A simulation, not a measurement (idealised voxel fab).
The following is a process module called voxel capacitor over wiring.
cross-section cut | 240 nm wide | cells 5 nm
Cross-section format: a grid of square cells, given as bands from top to bottom; each band is one or more rows of cells. Top, bottom (nm), then materials left to right with widths (nm); lone material tagged "all across" fills the whole band edge to edge; "blank" = empty space. Height is counted from the level 0, under which the received wafer is composed throughout of one material. The lowest of the bands is not closed at the bottom but continues downward, in the notation "0 and below". Width "30->40": first value at the band's top row of cells, second value at its bottom row, equal change from row to row. Basically "nothing altered" means that step didn't change any cell in the cross-section. The entry "Cavities, closed" lists the empty spaces that cover at least 8 cells and have no open path to the top. Each is written as width x height at distance, where the distance is measured from the left edge and all three values are in nm. Step line, after settings: the simulator's comment on this step. overlay nm: where the mask lay relative to plan, measured to the right, on steps with a mask; negatives go left.
[Listed below are the process steps as planned]
1. RECEIVE: material Si
2. CONFORMAL_DEP: material SiO2, thk nm 15
3. DIRECTIONAL_DEP: material TiN, thk nm 5
4. DIRECTIONAL_DEP: material W, thk nm 25
5. PATTERN: tone cover, mask id METAL_1, material resist, width nm 25, pitch nm 90, thk nm 20, overlay nm 0
6. DIRECTIONAL_ETCH: etch materials W, depth nm 25
7. DIRECTIONAL_ETCH: etch materials TiN, depth nm 5
8. STRIP: etch materials resist
9. CONFORMAL_DEP: material SiN, thk nm 5
10. FILL_DEP: material lowk, thk nm 5
11. CMP: height nm 45
12. CONFORMAL_DEP: material SiCN, thk nm 5
13. DIRECTIONAL_DEP: material SiO2, thk nm 15
14. DIRECTIONAL_DEP: material aC, thk nm 15
15. PATTERN: tone open, mask id PLUG_1, material resist, width nm 15, thk nm 30, overlay nm 0
16. DIRECTIONAL_ETCH: etch materials aC, depth nm 15
17. STRIP: etch materials resist
18. DIRECTIONAL_ETCH: etch materials SiO2, depth nm 15
19. DIRECTIONAL_ETCH: etch materials SiCN, depth nm 5
20. STRIP: etch materials aC
21. CONFORMAL_DEP: material TiN, thk nm 5
22. FILL_DEP: material Ru, thk nm 10
23. CMP: height nm 65
24. DIRECTIONAL_DEP: material TiN, thk nm 5
25. DIRECTIONAL_DEP: material Al2O3, thk nm 5
26. DIRECTIONAL_DEP: material TiN, thk nm 5
27. DIRECTIONAL_DEP: material aC, thk nm 10
28. PATTERN: tone cover, mask id UPPER_PLATE, material resist, width nm 70, thk nm 25, overlay nm 0
29. DIRECTIONAL_ETCH: etch materials aC, depth nm 10
30. STRIP: etch materials resist
31. DIRECTIONAL_ETCH: etch materials TiN, depth nm 5
32. DIRECTIONAL_ETCH: etch materials Al2O3, depth nm 5
33. STRIP: etch materials aC
34. PATTERN: tone cover, mask id LOWER_PLATE, material resist, width nm 80, thk nm 15, overlay nm 0
35. DIRECTIONAL_ETCH: etch materials TiN, depth nm 5
36. STRIP: etch materials resist
37. FILL_DEP: material SiO2, thk nm 15
38. CMP: height nm 90
39. PATTERN: tone open, mask id PLUG_2, material resist, width nm 15, thk nm 15, overlay nm 0
40. DIRECTIONAL_ETCH: etch materials SiO2, depth nm 10
41. STRIP: etch materials resist
42. CONFORMAL_DEP: material TiN, thk nm 5
43. FILL_DEP: material Ru, thk nm 5
44. CMP: height nm 90
45. CONFORMAL_DEP: material SiN, thk nm 5
Split variable: width nm, step 15. Plan value = first wafer. Wafers start alike.
[The first of several wafers in cross-section, exactly as it reached us after step 1]
> 0 and below  Si all across
> Cavities, closed: none
[First of several wafers, sectioned at end of module (last step: step 45)]
> 95 down to 90  SiN all across
> 90 down to 85  SiO2 80 nm; TiN 5 nm; Ru 5 nm; TiN 5 nm; SiO2 145 nm
> 85 down to 75  SiO2 80->70 nm; TiN 15->70 nm; SiO2 145->100 nm
> 75 down to 70  SiO2 70 nm; Al2O3 70 nm; SiO2 100 nm
> 70 down to 65  SiO2 65 nm; TiN 80 nm; SiO2 95 nm
> 65 down to 50  SiO2 70 nm; TiN 5 nm; Ru 5 nm; TiN 5 nm; SiO2 155 nm
> 50 down to 45  SiCN 70 nm; TiN 15 nm; SiCN 155 nm
> 45 down to 20  lowk 55 nm; SiN 5 nm; W 25 nm; SiN 5 nm; lowk 55 nm; SiN 5 nm; W 25 nm; SiN 5 nm; lowk 60 nm
> 20 down to 15  SiN 60 nm; TiN 25 nm; SiN 65 nm; TiN 25 nm; SiN 65 nm
> 15 down to 0  SiO2 all across
> 0 and below  Si all across
> Cavities, closed: none
[Wafer cross-section (last wafer, module end)]
> 95 down to 90  SiN all across
> 90 down to 85  SiO2 80 nm; TiN 5 nm; Ru 5 nm; TiN 5 nm; SiO2 145 nm
> 85 down to 75  SiO2 80->70 nm; TiN 15->70 nm; SiO2 145->100 nm
> 75 down to 70  SiO2 70 nm; Al2O3 70 nm; SiO2 100 nm
> 70 down to 65  SiO2 65 nm; TiN 80 nm; SiO2 95 nm
> 65 down to 50  SiO2 65 nm; TiN 5 nm; Ru 20 nm; TiN 5 nm; SiO2 145 nm
> 50 down to 45  SiCN 65 nm; TiN 30 nm; SiCN 145 nm
> 45 down to 20  lowk 55 nm; SiN 5 nm; W 25 nm; SiN 5 nm; lowk 55 nm; SiN 5 nm; W 25 nm; SiN 5 nm; lowk 60 nm
> 20 down to 15  SiN 60 nm; TiN 25 nm; SiN 65 nm; TiN 25 nm; SiN 65 nm
> 15 down to 0  SiO2 all across
> 0 and below  Si all across
> Cavities, closed: none
[The following table contains a row per wafer, in which are reported, at the conclusion of the module, the cells of each material gained (+) or lost (-) since the wafer's receipt, with its closed voids given thereafter]
width nm 15, +14 Al2O3, +4 Ru, +45 SiCN, +106 SiN, +469 SiO2, +54 TiN, +50 W, +170 lowk, Cavities, closed: none
width nm 20, +14 Al2O3, +7 Ru, +44 SiCN, +106 SiN, +466 SiO2, +55 TiN, +50 W, +170 lowk, Cavities, closed: none
width nm 25, +14 Al2O3, +10 Ru, +43 SiCN, +106 SiN, +463 SiO2, +56 TiN, +50 W, +170 lowk, Cavities, closed: none
width nm 30, +14 Al2O3, +13 Ru, +42 SiCN, +106 SiN, +460 SiO2, +57 TiN, +50 W, +170 lowk, Cavities, closed: none
